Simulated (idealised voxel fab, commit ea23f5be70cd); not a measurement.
This section sets out a process module, namely voxel ribs on slabs.
Cross-sectional view cut (width: 290 nm; square cell size: 5 nm).
For the purposes of this document, a cross-section shall be understood as a grid of square cells, specified as bands listed in top-to-bottom order, each band consisting of one or more rows of cells.
In this notation a band is specified by the heights of its top and bottom, in that order and in nm, after which its materials appear from left to right, each paired with its width in nm. The word "full width" attached to a single material means that material fills the band from edge to edge; the word "air" stands for empty space.
The reference from which all heights are counted is 0, the level beneath which the as-received wafer is entirely one material; the lowest band, having no lower bound, proceeds downward and is written after the example "0 nm and below".
Read "30..40" as a graded width: first number on top, second number at the bottom, same change between each pair of neighbouring rows.
Reading "stayed the same" for a step: not a cell of the cross-section changed in it.
Heads up: "Tabulated closed voids" only lists the empty pockets with no open path to the top that are 8 cells or more, and it writes them as width x height at distance, distance from the left edge, in nm.
Whatever follows a step's settings on its line is a remark the simulator itself makes about that step.
overlay nm: step with mask; distance mask lay right of planned place; negative value = left of planned place.

[So here's the lineup of process steps we planned]
- 1: RECEIVE,material Si
- 2: DIRECTIONAL_DEP,material SiO2,thk nm 25
- 3: DIRECTIONAL_DEP,material SiN,thk nm 20
- 4: DIRECTIONAL_DEP,material aC,thk nm 10
- 5: PATTERN,tone cover,mask id RIB,material resist,width nm 30,thk nm 30,overlay nm 0
- 6: DIRECTIONAL_ETCH,etch materials aC,depth nm 10
- 7: STRIP,etch materials resist
- 8: DIRECTIONAL_ETCH,etch materials SiN,depth nm 5
- 9: STRIP,etch materials aC
- 10: PATTERN,tone cover,mask id SLAB,material resist,width nm 90,thk nm 15,overlay nm 0
- 11: DIRECTIONAL_ETCH,etch materials SiN,depth nm 15
- 12: STRIP,etch materials resist
- 13: FILL_DEP,material SiO2,thk nm 20
- 14: CMP,height nm 60
- 15: DIRECTIONAL_DEP,material TiN,thk nm 10
- 16: DIRECTIONAL_DEP,material aC,thk nm 10
- 17: PATTERN,tone cover,mask id HEATER,material resist,width nm 40,thk nm 25,overlay nm 0
- 18: DIRECTIONAL_ETCH,etch materials aC,depth nm 10
- 19: STRIP,etch materials resist
- 20: DIRECTIONAL_ETCH,etch materials TiN,depth nm 10
- 21: STRIP,etch materials aC
- 22: CONFORMAL_DEP,material SiN,thk nm 5

[As-received state of the wafer in cross-section, equivalent to post-step 1]
> 0 nm and below  Si full width
> Tabulated closed voids: none

[Wafer at module end, in section. Began as above, planned as above, run with one mistake]
> 75 nm to 70 nm  air 120 / SiN 50 / air 120
> 70 nm to 65 nm  air 120 / SiN 5 / TiN 40 / SiN 5 / air 120
> 65 nm to 60 nm  SiN 125 / TiN 40 / SiN 125
> 60 nm to 20 nm  SiO2 full width
> 20 nm to 0 nm  SiN full width
> 0 nm and below  Si full width
> Tabulated closed voids: none
In executing the process, a mistake was made relative to the plan: the run placed steps 2 and 3 each in the position the plan gave to the other
